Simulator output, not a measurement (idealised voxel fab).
Presented below is a process module, voxel transistor to metal.
It is cross-section cut that appears here, measuring 215 nm in width, its square cells being 5 nm in size.
Cross-section, as written here: a square-cell grid given band by band from the top down, where a band holds one or more rows of cells. Top height, bottom height, nm. Materials left to right, width each, nm. Single material + "edge to edge" = fills band edge to edge. "blank" = empty. The level at which height equals 0 is the one under which the wafer, as it arrives, is entirely one material. No lower edge exists for the bottom band, which continues downward and is notated as in "z 0 and below". Per-row width for "30..40": begins at first number (top row of band), ends at second number (bottom row), increment between rows held constant. Given "all unchanged" for a step, no cell of the cross-section differs between before and after that step. In "Enclosed cavities" the enclosed voids are listed, meaning empty spaces of 8 cells or larger without any opening to the top. The form is width x height at distance, distance from the left edge, units nm. On a step's line, text after the settings is the simulator commenting on that step. The setting "overlay nm" may be written on the line of a step. When the step uses a mask, the value reports how far to the right of the planned place the mask lay, and a negative value reports that it lay to the left.
# Planned process steps
1. RECEIVE: material Si
2. CONFORMAL_DEP: material SiO2, thk nm 5
3. CONFORMAL_DEP: material SiN, thk nm 15
4. MASKED_ETCH: tone cover, mask id ACTIVE, width nm 110, etch materials SiN, depth nm 15, overlay nm 0
5. MASKED_ETCH: tone cover, mask id ACTIVE, width nm 110, etch materials SiO2, depth nm 5, overlay nm 0
6. MASKED_ETCH: tone cover, mask id ACTIVE, width nm 110, etch materials Si, depth nm 25, overlay nm 0
7. OXIDIZE: depth nm 5
8. FILL_DEP: material SiO2, thk nm 15
9. CMP: height nm 20
10. SELECTIVE_ETCH: etch materials SiO2, depth nm 15
11. STRIP: etch materials SiN
12. SELECTIVE_ETCH: etch materials SiO2, depth nm 5
13. OXIDIZE: depth nm 5
14. DIRECTIONAL_DEP: material polySi, thk nm 30
15. DIRECTIONAL_DEP: material SiCN, thk nm 15
16. DIRECTIONAL_DEP: material aC, thk nm 15
17. PATTERN: tone cover, mask id GATE, material resist, width nm 30, thk nm 30, overlay nm 0
18. DIRECTIONAL_ETCH: etch materials aC, depth nm 15
19. STRIP: etch materials resist
20. DIRECTIONAL_ETCH: etch materials SiCN, depth nm 25
21. DIRECTIONAL_ETCH: etch materials polySi, depth nm 40
22. STRIP: etch materials aC
23. CONFORMAL_DEP: material SiO2, thk nm 5
24. DIRECTIONAL_ETCH: etch materials SiO2, depth nm 5
25. CONFORMAL_DEP: material SiN, thk nm 5
26. DIRECTIONAL_ETCH: etch materials SiN, depth nm 5
27. DIRECTIONAL_ETCH: etch materials SiO2, depth nm 5
28. DIRECTIONAL_ETCH: etch materials Si, depth nm 5
29. EPI: material pSi, thk nm 5
30. FILL_DEP: material SiO2, thk nm 5
31. CMP: height nm 30
32. STRIP: etch materials polySi
33. SELECTIVE_ETCH: etch materials SiO2, depth nm 5
34. CONFORMAL_DEP: material HfO2, thk nm 5
35. CONFORMAL_DEP: material TiN, thk nm 5
36. FILL_DEP: material W, thk nm 5
37. CMP: height nm 25
38. DIRECTIONAL_DEP: material SiO2, thk nm 15
39. DIRECTIONAL_DEP: material aC, thk nm 15
40. PATTERN: tone open, mask id CONTACT, material resist, width nm 20, pitch nm 80, thk nm 30, overlay nm 0
41. DIRECTIONAL_ETCH: etch materials aC, depth nm 15
42. STRIP: etch materials resist
43. DIRECTIONAL_ETCH: etch materials SiO2, depth nm 45
44. STRIP: etch materials aC
45. CONFORMAL_DEP: material TiN, thk nm 5
46. FILL_DEP: material W, thk nm 10
47. CMP: height nm 40
48. DIRECTIONAL_DEP: material TiN, thk nm 5
49. DIRECTIONAL_DEP: material Ru, thk nm 20
50. DIRECTIONAL_DEP: material aC, thk nm 10
51. PATTERN: tone cover, mask id METAL_1, material resist, width nm 20, pitch nm 80, thk nm 25, overlay nm 0
52. DIRECTIONAL_ETCH: etch materials aC, depth nm 10
53. STRIP: etch materials resist
54. DIRECTIONAL_ETCH: etch materials Ru, depth nm 20
55. DIRECTIONAL_ETCH: etch materials TiN, depth nm 5
56. STRIP: etch materials aC
57. CONFORMAL_DEP: material SiCN, thk nm 5
58. FILL_DEP: material SiO2, thk nm 10
59. CMP: height nm 65
60. CONFORMAL_DEP: material SiCN, thk nm 5
What sets these wafers apart? The thk nm at step 48. They all start alike, and the plan carries the first wafer's value.
# Cross-sectional view of the first of several wafers in the as-received condition, corresponding to the state following step 1
* z 0 and below | Si edge to edge
* Enclosed cavities: none
# first wafer at the end, after step 60
* z 70 to 65 | SiCN edge to edge
* z 65 to 45 | SiO2 (50), then SiCN (5), then Ru (20), then SiCN (5), then SiO2 (50), then SiCN (5), then Ru (20), then SiCN (5), then SiO2 (55)
* z 45 to 40 | SiCN (55), then TiN (20), then SiCN (60), then TiN (20), then SiCN (60)
* z 40 to 25 | SiO2 (55), then TiN (5), then W (10), then TiN (5), then SiO2 (60), then TiN (5), then W (10), then TiN (5), then SiO2 (60)
* z 25 to 5 | SiO2 (55), then TiN (5), then W (10), then TiN (5), then SiO2 (5), then SiN (5), then HfO2 (5), then TiN (5), then W (20), then TiN (5), then HfO2 (5), then SiN (5), then SiO2 (5), then TiN (5), then W (10), then TiN (5), then SiO2 (60)
* z 5 to 0 | SiO2 (55), then TiN (5), then W (10), then TiN (5), then SiO2 (5), then SiN (5), then HfO2 (5), then TiN (30), then HfO2 (5), then SiN (5), then SiO2 (5), then TiN (5), then W (10), then TiN (5), then SiO2 (60)
* z 0 to -5 | SiO2 (55), then TiN (20), then pSi (5), then SiO2 (5), then HfO2 (40), then SiO2 (5), then pSi (5), then TiN (20), then SiO2 (60)
* z -5 to -10 | SiO2 (55), then pSi (25), then Si (50), then pSi (25), then SiO2 (60)
* z -10 to -30 | SiO2 (55), then Si (100), then SiO2 (60)
* z -30 and below | Si edge to edge
* Enclosed cavities: none
# last wafer at the end
* z 70 to 65 | SiCN edge to edge
* z 65 to 60 | SiO2 (50), then SiCN (5), then Ru (20), then SiCN (5), then SiO2 (50), then SiCN (5), then Ru (20), then SiCN (5), then SiO2 (55)
* z 60 to 55 | SiCN (55), then TiN (20), then SiCN (60), then TiN (20), then SiCN (60)
* z 55 to 40 | TiN edge to edge
* z 40 to 25 | SiO2 (55), then TiN (5), then W (10), then TiN (5), then SiO2 (60), then TiN (5), then W (10), then TiN (5), then SiO2 (60)
* z 25 to 5 | SiO2 (55), then TiN (5), then W (10), then TiN (5), then SiO2 (5), then SiN (5), then HfO2 (5), then TiN (5), then W (20), then TiN (5), then HfO2 (5), then SiN (5), then SiO2 (5), then TiN (5), then W (10), then TiN (5), then SiO2 (60)
* z 5 to 0 | SiO2 (55), then TiN (5), then W (10), then TiN (5), then SiO2 (5), then SiN (5), then HfO2 (5), then TiN (30), then HfO2 (5), then SiN (5), then SiO2 (5), then TiN (5), then W (10), then TiN (5), then SiO2 (60)
* z 0 to -5 | SiO2 (55), then TiN (20), then pSi (5), then SiO2 (5), then HfO2 (40), then SiO2 (5), then pSi (5), then TiN (20), then SiO2 (60)
* z -5 to -10 | SiO2 (55), then pSi (25), then Si (50), then pSi (25), then SiO2 (60)
* z -10 to -30 | SiO2 (55), then Si (100), then SiO2 (60)
* z -30 and below | Si edge to edge
* Enclosed cavities: none
# wafer rows; end of module; cells per material since receipt: (+) gained, (-) lost; then closed voids
thk nm 5; +18 HfO2; +32 Ru; -168 Si; +94 SiCN; +10 SiN; +494 SiO2; +62 TiN; +48 W; +12 pSi; Enclosed cavities: none
thk nm 10; +18 HfO2; +24 Ru; -168 Si; +90 SiCN; +10 SiN; +463 SiO2; +105 TiN; +48 W; +12 pSi; Enclosed cavities: none
thk nm 15; +18 HfO2; +16 Ru; -168 Si; +86 SiCN; +10 SiN; +432 SiO2; +148 TiN; +48 W; +12 pSi; Enclosed cavities: none
thk nm 20; +18 HfO2; +8 Ru; -168 Si; +82 SiCN; +10 SiN; +401 SiO2; +191 TiN; +48 W; +12 pSi; Enclosed cavities: none
